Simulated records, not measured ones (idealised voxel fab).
process module | voxel air gaps
cross-section cut | 235 nm wide | cells 5 nm
A cross-section is a grid of square cells, given in bands from the top down. A band is one or more rows of cells.
Each band's line starts with the height of the band's top and of its bottom, in nm. Then come its materials from left to right, each with its width in nm. One material with "throughout" fills the band from edge to edge. "air" is empty space.
Height 0 is the level under which the wafer as received is all one material. The lowest band goes on downwards, as in "0 down".
A width such as "30 to 40" changes by the same amount from each row of cells to the next, from the band's top row to its bottom row.
"no change" after a step means that no cell of the cross-section changed.
closed voids: empty space of 8 cells or more with no open way to the top, each as width x height at its distance from the left edge, in nm
after a step's settings: what the simulator itself notes on the step
overlay nm, on a step with a mask: how far to the right of its planned place the mask lay; to the left if negative
plan
1 op RECEIVE | material Si
2 op CONFORMAL_DEP | material SiO2 | thk nm 15
3 op CONFORMAL_DEP | material SiCN | thk nm 5
4 op DIRECTIONAL_DEP | material SiO2 | thk nm 35
5 op DIRECTIONAL_DEP | material aC | thk nm 10
6 op PATTERN | tone open | mask id LINES | material resist | width nm 25 | pitch nm 50 | thk nm 25 | overlay nm 0
7 op DIRECTIONAL_ETCH | etch materials aC | depth nm 10
8 op STRIP | etch materials resist
9 op DIRECTIONAL_ETCH | etch materials SiO2 | depth nm 35
10 op STRIP | etch materials aC
11 op CONFORMAL_DEP | material TiN | thk nm 5
12 op FILL_DEP | material Cu | thk nm 10
13 op CMP | height nm 55
14 op EPI | material Ru | thk nm 10
15 op SELECTIVE_ETCH | etch materials SiO2 | depth nm 45
16 op CONFORMAL_DEP | material SiCN | thk nm 5
as received, after step 1
  0 down: Si throughout
  closed voids: none
a wafer at the end: this start, this plan, one mistake
  70 to 65: air 40 | SiO2 155 | air 40
  65 to 55: air 40 | SiO2 5 | Ru 45 | SiO2 5 | Ru 45 | SiO2 5 | Ru 45 | SiO2 5 | air 40
  55 to 50: air 40 | SiO2 15 | TiN 5 | Cu 15 | TiN 5 | SiO2 25 | TiN 5 | Cu 15 | TiN 5 | SiO2 25 | TiN 5 | Cu 15 | TiN 5 | SiO2 15 | air 40
  50 to 25: air 50 | SiO2 5 | TiN 5 | Cu 15 | TiN 5 | SiO2 5 | air 15 | SiO2 5 | TiN 5 | Cu 15 | TiN 5 | SiO2 5 | air 15 | SiO2 5 | TiN 5 | Cu 15 | TiN 5 | SiO2 5 | air 50
  25 to 20: SiO2 55 | TiN 25 | SiO2 25 | TiN 25 | SiO2 25 | TiN 25 | SiO2 55
  20 to 15: SiCN throughout
  15 to 0: SiO2 throughout
  0 down: Si throughout
  closed voids: 15 x 25 at 85; 15 x 25 at 135
what went wrong: step 16 ran as: op CONFORMAL_DEP | material SiO2 | thk nm 5
